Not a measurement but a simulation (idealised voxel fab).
process module | voxel self aligned vias
cross-section cut | 270 nm wide | cells 5 nm
A cross-section is a grid of square cells, given in bands from the top down. A band is one or more rows of cells.
Each band's line starts with the height of the band's top and of its bottom, in nm. Then come its materials from left to right, each with its width in nm. One material with "throughout" fills the band from edge to edge. "air" is empty space.
Height 0 is the level under which the wafer as received is all one material. The lowest band goes on downwards, as in "0 down".
A width such as "30 to 40" changes by the same amount from each row of cells to the next, from the band's top row to its bottom row.
"no change" after a step means that no cell of the cross-section changed.
closed voids: empty space of 8 cells or more with no open way to the top, each as width x height at its distance from the left edge, in nm
after a step's settings: what the simulator itself notes on the step
overlay nm, on a step with a mask: how far to the right of its planned place the mask lay; to the left if negative
plan
1 op RECEIVE | material Si
2 op CONFORMAL_DEP | material SiO2 | thk nm 10
3 op CONFORMAL_DEP | material SiCN | thk nm 5
4 op DIRECTIONAL_DEP | material SiO2 | thk nm 20
5 op MASKED_ETCH | tone open | mask id LINES | width nm 30 | pitch nm 60 | etch materials SiO2 | depth nm 20 | overlay nm 0
6 op CONFORMAL_DEP | material TiN | thk nm 5
7 op FILL_DEP | material Ru | thk nm 10
8 op CMP | height nm 35
9 op SELECTIVE_ETCH | etch materials W Ru TiN | depth nm 10
10 op FILL_DEP | material SiN | thk nm 10
11 op CMP | height nm 35
12 op DIRECTIONAL_DEP | material SiO2 | thk nm 15
13 op MASKED_ETCH | tone open | mask id VIAS | width nm 40 | etch materials SiO2 | depth nm 15 | overlay nm 0
14 op MASKED_ETCH | tone open | mask id VIAS | width nm 40 | etch materials SiN | depth nm 10 | overlay nm 0
15 op CONFORMAL_DEP | material TiN | thk nm 5
16 op FILL_DEP | material Ru | thk nm 10
17 op CMP | height nm 50
18 op CONFORMAL_DEP | material SiN | thk nm 5
as received, after step 1
  0 down: Si throughout
  closed voids: none
first wafer at the end, as planned
  55 to 50: SiN throughout
  50 to 40: SiO2 85 | TiN 5 | Ru 30 | TiN 5 | SiO2 145
  40 to 35: SiO2 85 | TiN 10 | Ru 20 | TiN 10 | SiO2 145
  35 to 30: SiO2 90 | TiN 5 | Ru 20 | TiN 5 | SiO2 30 | SiN 30 | SiO2 90
  30 to 25: SiO2 90 | TiN 30 | SiO2 30 | SiN 30 | SiO2 90
  25 to 20: SiO2 90 | TiN 5 | Ru 20 | TiN 5 | SiO2 30 | TiN 5 | Ru 20 | TiN 5 | SiO2 90
  20 to 15: SiO2 90 | TiN 30 | SiO2 30 | TiN 30 | SiO2 90
  15 to 10: SiCN throughout
  10 to 0: SiO2 throughout
  0 down: Si throughout
  closed voids: none
second wafer at the end: like start, like plan, one mistake
  55 to 50: SiN throughout
  50 to 35: SiO2 90 | TiN 5 | Ru 20 | TiN 5 | SiO2 150
  35 to 30: SiO2 90 | TiN 5 | Ru 20 | TiN 5 | SiO2 30 | SiN 30 | SiO2 90
  30 to 25: SiO2 90 | TiN 30 | SiO2 30 | SiN 30 | SiO2 90
  25 to 20: SiO2 90 | TiN 5 | Ru 20 | TiN 5 | SiO2 30 | TiN 5 | Ru 20 | TiN 5 | SiO2 90
  20 to 15: SiO2 90 | TiN 30 | SiO2 30 | TiN 30 | SiO2 90
  15 to 10: SiCN throughout
  10 to 0: SiO2 throughout
  0 down: Si throughout
  closed voids: none
what went wrong: step 13 ran as: op MASKED_ETCH | tone open | mask id VIAS | width nm 30 | etch materials SiO2 | depth nm 15 | overlay nm 0
at the end the second wafer has, in cells: 4 fewer of Ru | 6 more of SiO2 | 2 fewer of TiN
